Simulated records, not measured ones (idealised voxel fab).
process module | voxel wiring stack
cross-section cut | 205 nm wide | cells 5 nm
A cross-section is a grid of square cells, given in bands from the top down. A band is one or more rows of cells.
Each band's line starts with the height of the band's top and of its bottom, in nm. Then come its materials from left to right, each with its width in nm. One material with "throughout" fills the band from edge to edge. "air" is empty space.
Height 0 is the level under which the wafer as received is all one material. The lowest band goes on downwards, as in "0 down".
A width such as "30 to 40" changes by the same amount from each row of cells to the next, from the band's top row to its bottom row.
"no change" after a step means that no cell of the cross-section changed.
closed voids: empty space of 8 cells or more with no open way to the top, each as width x height at its distance from the left edge, in nm
after a step's settings: what the simulator itself notes on the step
overlay nm, on a step with a mask: how far to the right of its planned place the mask lay; to the left if negative
plan
1 op RECEIVE | material Si
2 op CONFORMAL_DEP | material SiO2 | thk nm 10
3 op DIRECTIONAL_DEP | material TiN | thk nm 5
4 op DIRECTIONAL_DEP | material Ru | thk nm 15
5 op DIRECTIONAL_DEP | material aC | thk nm 15
6 op PATTERN | tone cover | mask id METAL_1 | material resist | width nm 30 | pitch nm 60 | thk nm 35 | overlay nm 0
7 op DIRECTIONAL_ETCH | etch materials aC | depth nm 15
8 op STRIP | etch materials resist
9 op DIRECTIONAL_ETCH | etch materials Ru | depth nm 15
10 op DIRECTIONAL_ETCH | etch materials TiN | depth nm 5
11 op STRIP | etch materials aC
12 op FILL_DEP | material lowk | thk nm 5
13 op CMP | height nm 30
14 op CONFORMAL_DEP | material SiCN | thk nm 5
15 op DIRECTIONAL_DEP | material lowk | thk nm 25
16 op PATTERN | tone open | mask id METAL_2 | material resist | width nm 30 | pitch nm 60 | thk nm 20 | overlay nm 0
17 op DIRECTIONAL_ETCH | etch materials lowk | depth nm 15
18 op STRIP | etch materials resist
19 op PATTERN | tone open | mask id METAL_2_HOLES | material resist | width nm 15 | pitch nm 60 | thk nm 20 | overlay nm 0
20 op DIRECTIONAL_ETCH | etch materials lowk | depth nm 10
21 op DIRECTIONAL_ETCH | etch materials SiCN | depth nm 5
22 op STRIP | etch materials resist
23 op CONFORMAL_DEP | material TiN | thk nm 5
24 op FILL_DEP | material Ru | thk nm 5
25 op CMP | height nm 60
26 op CONFORMAL_DEP | material SiCN | thk nm 5
27 op DIRECTIONAL_DEP | material SiO2 | thk nm 10
28 op PATTERN | tone open | mask id PLUG_2 | material resist | width nm 15 | pitch nm 60 | thk nm 20 | overlay nm 0
29 op DIRECTIONAL_ETCH | etch materials SiO2 | depth nm 10
30 op DIRECTIONAL_ETCH | etch materials SiCN | depth nm 5
31 op STRIP | etch materials resist
32 op CONFORMAL_DEP | material TiN | thk nm 5
33 op FILL_DEP | material W | thk nm 5
34 op CMP | height nm 75
35 op CONFORMAL_DEP | material SiN | thk nm 5
36 op DIRECTIONAL_DEP | material lowk | thk nm 20
37 op DIRECTIONAL_DEP | material aC | thk nm 15
38 op PATTERN | tone open | mask id METAL_3 | material resist | width nm 30 | pitch nm 60 | thk nm 30 | overlay nm 0
39 op DIRECTIONAL_ETCH | etch materials aC | depth nm 15
40 op STRIP | etch materials resist
41 op DIRECTIONAL_ETCH | etch materials lowk | depth nm 20
42 op DIRECTIONAL_ETCH | etch materials SiN | depth nm 5
43 op STRIP | etch materials aC
44 op CONFORMAL_DEP | material TiN | thk nm 5
45 op FILL_DEP | material Ru | thk nm 5
46 op CMP | height nm 100
47 op CONFORMAL_DEP | material SiN | thk nm 5
as received, after step 1
  0 down: Si throughout
  closed voids: none
first wafer at the end, as planned
  105 to 100: SiN throughout
  100 to 80: lowk 55 | TiN 5 | Ru 20 | TiN 5 | lowk 30 | TiN 5 | Ru 20 | TiN 5 | lowk 60
  80 to 75: SiN 55 | TiN 30 | SiN 30 | TiN 30 | SiN 60
  75 to 65: SiO2 55 | TiN 5 | W 5 | TiN 5 | SiO2 45 | TiN 5 | W 5 | TiN 5 | SiO2 75
  65 to 60: SiCN 55 | TiN 15 | SiCN 45 | TiN 15 | SiCN 75
  60 to 50: lowk 55 | TiN 5 | Ru 20 | TiN 5 | lowk 30 | TiN 5 | Ru 20 | TiN 5 | lowk 60
  50 to 45: lowk 55 | TiN 5 | Ru 5 | TiN 20 | lowk 30 | TiN 5 | Ru 5 | TiN 20 | lowk 60
  45 to 35: lowk 55 | TiN 5 | Ru 5 | TiN 5 | lowk 45 | TiN 5 | Ru 5 | TiN 5 | lowk 75
  35 to 30: SiCN 55 | TiN 15 | SiCN 45 | TiN 15 | SiCN 75
  30 to 15: lowk 55 | Ru 30 | lowk 30 | Ru 30 | lowk 60
  15 to 10: lowk 55 | TiN 30 | lowk 30 | TiN 30 | lowk 60
  10 to 0: SiO2 throughout
  0 down: Si throughout
  closed voids: none
second wafer at the end: like start, like plan, one mistake
  105 to 100: SiN throughout
  100 to 80: lowk 55 | TiN 5 | Ru 20 | TiN 5 | lowk 30 | TiN 5 | Ru 20 | TiN 5 | lowk 60
  80 to 75: SiN 55 | TiN 30 | SiN 30 | TiN 30 | SiN 60
  75 to 65: SiO2 55 | TiN 5 | W 5 | TiN 5 | SiO2 45 | TiN 5 | W 5 | TiN 5 | SiO2 75
  65 to 60: SiCN 55 | TiN 15 | SiCN 45 | TiN 15 | SiCN 75
  60 to 50: lowk 55 | TiN 5 | Ru 20 | TiN 5 | lowk 30 | TiN 5 | Ru 20 | TiN 5 | lowk 60
  50 to 45: lowk 55 | TiN 5 | Ru 5 | TiN 20 | lowk 30 | TiN 5 | Ru 5 | TiN 20 | lowk 60
  45 to 35: lowk 55 | TiN 5 | Ru 5 | TiN 5 | lowk 45 | TiN 5 | Ru 5 | TiN 5 | lowk 75
  35 to 30: SiCN 55 | TiN 15 | SiCN 45 | TiN 15 | SiCN 75
  30 to 25: lowk 55 | Ru 30 | lowk 30 | Ru 30 | lowk 60
  25 to 20: lowk 55 | TiN 30 | lowk 30 | TiN 30 | lowk 60
  20 to 10: TiN throughout
  10 to 0: SiO2 throughout
  0 down: Si throughout
  closed voids: none
what went wrong: step 3 ran as: op DIRECTIONAL_DEP | material TiN | thk nm 15
at the end the second wafer has, in cells: 24 fewer of Ru | 82 more of TiN | 58 fewer of lowk
